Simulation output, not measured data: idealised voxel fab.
Documented hereafter: the process module known as voxel released beams.
Each square cell in cross-section cut measures 5 nm, and the section as a whole is 180 nm wide.
Cross-section spec: square-cell grid; bands listed top down; each band is one or more rows. First you get the band's top height and its bottom height, in nm, and then the materials it's made of, left to right, with each width in nm. If you see a single material with "full width", that one covers the band edge to edge. "air" is empty space. Beneath 0, the wafer as received is one material, and that level is where height counting begins. The lowest band goes on downward without a bottom; it is written like "0..down". So if you see something like "30->40" for the width, read it as the top row of the band sitting at the first number and the bottom row at the second, with every row in between moving by the same amount as the last. The cross-section has no changed cell in any step marked "no change occurred". Closed-off voids of 8+ cells (no open route to the top) go in "Closed void roster", written width x height at distance from the left edge, in nm. Past the settings on a step's line: simulator remark, on that step. overlay nm: where the mask lay relative to plan, measured to the right, on steps with a mask; negatives go left.
Planned process steps
1. RECEIVE,material Si
2. CONFORMAL_DEP,material SiN,thk nm 5
3. DIRECTIONAL_DEP,material SiO2,thk nm 10
4. MASKED_ETCH,tone open,mask id ANCHOR,width nm 35,etch materials SiO2,depth nm 10,overlay nm 0
5. CONFORMAL_DEP,material TiN,thk nm 10
6. MASKED_ETCH,tone cover,mask id BEAM,width nm 80,etch materials TiN,depth nm 10,overlay nm 0
7. STRIP,etch materials SiO2
Cross-section of the incoming wafer, state after step 1
  0..down = Si full width
  Closed void roster: none
First of two wafers: cross-section at end of module, run per plan
  25..15 = air (45), TiN (15), air (15), TiN (50), air (55)
  15..5 = air (50), TiN (35), air (95)
  5..0 = SiN full width
  0..down = Si full width
  Closed void roster: none
Wafer two (of two), end-of-module cross-section: start = wafer one, plan = wafer one, one run mistake
  15..5 = SiO2 (50), air (35), SiO2 (95)
  5..0 = SiN full width
  0..down = Si full width
  Closed void roster: none
Misprocessing identified: rather than as planned, step 7 actually ran as STRIP,etch materials TiN
Bottom line after processing is that, in cells, the second wafer is up or down on some materials versus the first: 58 more of SiO2 | 40 fewer of TiN
